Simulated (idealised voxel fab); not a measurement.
process module | voxel released beams
cross-section cut | 245 nm wide | cells 5 nm
A cross-section is a grid of square cells, given in bands from the top down. A band is one or more rows of cells.
Each band's line starts with the height of the band's top and of its bottom, in nm. Then come its materials from left to right, each with its width in nm. One material with "throughout" fills the band from edge to edge. "air" is empty space.
Height 0 is the level under which the wafer as received is all one material. The lowest band goes on downwards, as in "0 down".
A width such as "30 to 40" changes by the same amount from each row of cells to the next, from the band's top row to its bottom row.
"no change" after a step means that no cell of the cross-section changed.
closed voids: empty space of 8 cells or more with no open way to the top, each as width x height at its distance from the left edge, in nm
after a step's settings: what the simulator itself notes on the step
overlay nm, on a step with a mask: how far to the right of its planned place the mask lay; to the left if negative
plan
1 op RECEIVE | material Si
2 op CONFORMAL_DEP | material SiN | thk nm 10
3 op DIRECTIONAL_DEP | material SiO2 | thk nm 15
4 op MASKED_ETCH | tone open | mask id ANCHOR | width nm 35 | etch materials SiO2 | depth nm 15 | overlay nm 0
5 op CONFORMAL_DEP | material W | thk nm 10
6 op MASKED_ETCH | tone cover | mask id BEAM | width nm 85 | etch materials W | depth nm 10 | overlay nm 0
7 op STRIP | etch materials SiO2
as received, after step 1
  0 down: Si throughout
  closed voids: none
a wafer at the end: this start, this plan, one mistake
  35 to 25: air 70 | W 20 | air 15 | W 60 | air 80
  25 to 20: air 80 | W 10 | air 15 | W 10 | air 130
  20 to 10: air 80 | W 35 | air 130
  10 to 0: SiN throughout
  0 down: Si throughout
  closed voids: none
what went wrong: step 6 ran as: op MASKED_ETCH | tone cover | mask id BEAM | width nm 95 | etch materials W | depth nm 10 | overlay nm 0
